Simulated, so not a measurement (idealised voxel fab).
Proc. module: voxel capacitor over wiring
Each square cell in cross-section cut measures 5 nm, and the section as a whole is 275 nm wide.
Just so we're on the same page, the cross-sections are grids of square cells, and they're listed out in bands top to bottom, each band one or more rows deep.
Band: top height; bottom height; in nm. Then, left to right: material with width in nm, for each material. "everywhere": a single material spanning edge to edge. "air": empty space.
Counting heights begins at 0, where everything beneath is, in the wafer as received, one material. The lowest band has no bottom; it goes on downwards, as "from 0 down" shows.
Note: "30..40" means the width goes from the first number (top row of the band) to the second number (bottom row) in equal steps per row of cells.
Where the words "all unchanged" appear for a step, the cross-section shows no cell changed by that step; every cell remained as before.
The list in "Fully sealed cavities" covers empty spaces of 8 cells or more that cannot reach the top through any open way, and it gives each as width x height at distance; the distance is from the left edge, and width, height and distance are in nm.
Post-settings text on a step line: simulator's own remark regarding the step.
You can add "overlay nm" to a step's line. For a step with a mask, it describes how far the mask lay to the right of its planned position, and a negative number describes a lay to the left.
Intended process steps:
1. RECEIVE [material Si]
2. CONFORMAL_DEP [material SiO2] [thk nm 15]
3. DIRECTIONAL_DEP [material TiN] [thk nm 5]
4. DIRECTIONAL_DEP [material W] [thk nm 20]
5. MASKED_ETCH [tone cover] [mask id METAL_1] [width nm 30] [pitch nm 90] [etch materials W] [depth nm 20] [overlay nm 0]
6. MASKED_ETCH [tone cover] [mask id METAL_1] [width nm 30] [pitch nm 90] [etch materials TiN] [depth nm 5] [overlay nm 0]
7. CONFORMAL_DEP [material SiN] [thk nm 5]
8. FILL_DEP [material lowk] [thk nm 10]
9. CMP [height nm 40]
10. CONFORMAL_DEP [material SiCN] [thk nm 5]
11. DIRECTIONAL_DEP [material lowk] [thk nm 15]
12. MASKED_ETCH [tone open] [mask id PLUG_1] [width nm 15] [etch materials lowk] [depth nm 15] [overlay nm -15]
13. MASKED_ETCH [tone open] [mask id PLUG_1] [width nm 15] [etch materials SiCN] [depth nm 5] [overlay nm 0]
14. EPI [material Ru] [thk nm 10]
15. EPI [material Ru] [thk nm 10]
16. DIRECTIONAL_DEP [material TiN] [thk nm 10]
17. DIRECTIONAL_DEP [material HfO2] [thk nm 5]
18. DIRECTIONAL_DEP [material TiN] [thk nm 10]
19. MASKED_ETCH [tone cover] [mask id UPPER_PLATE] [width nm 65] [etch materials TiN] [depth nm 10] [overlay nm 0]
20. MASKED_ETCH [tone cover] [mask id UPPER_PLATE] [width nm 65] [etch materials HfO2] [depth nm 5] [overlay nm 0]
21. PATTERN [tone cover] [mask id LOWER_PLATE] [material resist] [width nm 75] [thk nm 20] [overlay nm 0]
22. DIRECTIONAL_ETCH [etch materials TiN] [depth nm 10]
23. STRIP [etch materials resist]
24. FILL_DEP [material SiO2] [thk nm 15]
25. CMP [height nm 95]
26. DIRECTIONAL_DEP [material aC] [thk nm 10]
27. PATTERN [tone open] [mask id PLUG_2] [material resist] [width nm 15] [thk nm 30] [overlay nm 0]
28. DIRECTIONAL_ETCH [etch materials aC] [depth nm 10]
29. STRIP [etch materials resist]
30. DIRECTIONAL_ETCH [etch materials SiO2] [depth nm 10]
31. STRIP [etch materials aC]
32. CONFORMAL_DEP [material TiN] [thk nm 5]
33. FILL_DEP [material Ru] [thk nm 5]
34. CMP [height nm 95]
35. CONFORMAL_DEP [material SiN] [thk nm 5]
Same starting wafers, different overlay nm at step 12. Plan value belongs to the first wafer.
Cross-sectional view of the first of several wafers in the as-received condition, corresponding to the state following step 1:
* from 0 down | Si everywhere
* Fully sealed cavities: none
Below: a row per wafer. Contents at end of module: for every material, cells gained since receipt (+) or lost since receipt (-); then closed voids:
overlay nm -15 | +13 HfO2 | +1 Ru | +55 SiCN | +114 SiN | +484 SiO2 | +73 TiN | +48 W | +312 lowk | Fully sealed cavities: none
overlay nm -10 | +13 HfO2 | +11 Ru | +54 SiCN | +114 SiN | +475 SiO2 | +73 TiN | +48 W | +312 lowk | Fully sealed cavities: none
overlay nm -5 | +13 HfO2 | +12 Ru | +53 SiCN | +114 SiN | +475 SiO2 | +73 TiN | +48 W | +312 lowk | Fully sealed cavities: none
overlay nm 0 | +13 HfO2 | +13 Ru | +52 SiCN | +114 SiN | +475 SiO2 | +73 TiN | +48 W | +312 lowk | Fully sealed cavities: none
overlay nm 5 | +13 HfO2 | +12 Ru | +53 SiCN | +114 SiN | +475 SiO2 | +73 TiN | +48 W | +312 lowk | Fully sealed cavities: none
overlay nm 10 | +13 HfO2 | +11 Ru | +54 SiCN | +114 SiN | +475 SiO2 | +73 TiN | +48 W | +312 lowk | Fully sealed cavities: none
overlay nm 15 | +13 HfO2 | +1 Ru | +55 SiCN | +114 SiN | +484 SiO2 | +73 TiN | +48 W | +312 lowk | Fully sealed cavities: none
